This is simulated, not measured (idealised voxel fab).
Presented below is a process module, voxel self aligned contacts.
Cross-section cut spans 170 nm and uses square cells 5 nm in size.
Throughout this document, each cross-section is represented as a grid of square cells and is presented as a sequence of bands enumerated from the top downward, where a band comprises one or more rows of cells. Read a band's entry like this: the first values are the height of its top and the height of its bottom in nm, and what follows is the sequence of materials from left to right, each with its width in nm. Note that "blank" is empty space, and that a single material marked "everywhere" reaches across the band from edge to edge. Zero point of the height axis is 0; under it, received wafer = one material. Lowest band: continues down indefinitely, "top 0, no bottom". Read "30->40" as a graded width: first number on top, second number at the bottom, same change between each pair of neighbouring rows. Step marked "no alteration"? Then no cell in the cross-section changed in it. Voids, sealed: empty space of 8 cells or more with no open way to the top, each as width x height at its distance from the left edge, in nm. Post-settings text on a step line: simulator's own remark regarding the step. If you see "overlay nm" on a step's line and that step has a mask, it's telling you how far right of where it was planned the mask ended up; a negative number means it went left instead.
### Process steps foreseen in the plan
1,RECEIVE (material Si)
2,OXIDIZE (depth nm 5)
3,DIRECTIONAL_DEP (material polySi; thk nm 30)
4,DIRECTIONAL_DEP (material SiN; thk nm 20)
5,PATTERN (tone cover; mask id GATE; material resist; width nm 25; pitch nm 50; thk nm 20; overlay nm 0)
6,DIRECTIONAL_ETCH (etch materials SiN; depth nm 20)
7,DIRECTIONAL_ETCH (etch materials polySi; depth nm 30)
8,STRIP (etch materials resist)
9,CONFORMAL_DEP (material SiN; thk nm 5)
10,DIRECTIONAL_ETCH (etch materials SiN; depth nm 5)
11,FILL_DEP (material SiO2; thk nm 15)
12,CMP (height nm 55)
13,MASKED_ETCH (tone open; mask id CONTACT; width nm 35; etch materials SiO2; depth nm 60; overlay nm -15)
14,CONFORMAL_DEP (material TiN; thk nm 5)
15,FILL_DEP (material W; thk nm 10)
16,CMP (height nm 55)
17,CONFORMAL_DEP (material SiCN; thk nm 5)
The plan shows the overlay nm of step 13 as the first wafer had it; this setting differs between the wafers, which start out alike.
### Here's the first of the wafers in cross-section, just as we got it, i.e. after step 1
> top 0, no bottom = Si everywhere
> Voids, sealed: none
### For your reference, the table is organized with a row per wafer; each row reflects the wafer at the end of the module, indicating for each material the cells gained (+) or lost (-) since receipt, and thereafter its closed voids
overlay nm -15; -34 Si; +34 SiCN; +80 SiN; +239 SiO2; +29 TiN; +60 polySi; Voids, sealed: none
overlay nm -10; -34 Si; +34 SiCN; +80 SiN; +228 SiO2; +29 TiN; +11 W; +60 polySi; Voids, sealed: none
overlay nm -5; -34 Si; +34 SiCN; +80 SiN; +228 SiO2; +29 TiN; +11 W; +60 polySi; Voids, sealed: none
overlay nm 0; -34 Si; +34 SiCN; +80 SiN; +228 SiO2; +29 TiN; +11 W; +60 polySi; Voids, sealed: none
overlay nm 5; -34 Si; +34 SiCN; +80 SiN; +228 SiO2; +29 TiN; +11 W; +60 polySi; Voids, sealed: none
overlay nm 10; -34 Si; +34 SiCN; +80 SiN; +228 SiO2; +29 TiN; +11 W; +60 polySi; Voids, sealed: none
overlay nm 15; -34 Si; +34 SiCN; +80 SiN; +239 SiO2; +29 TiN; +60 polySi; Voids, sealed: none
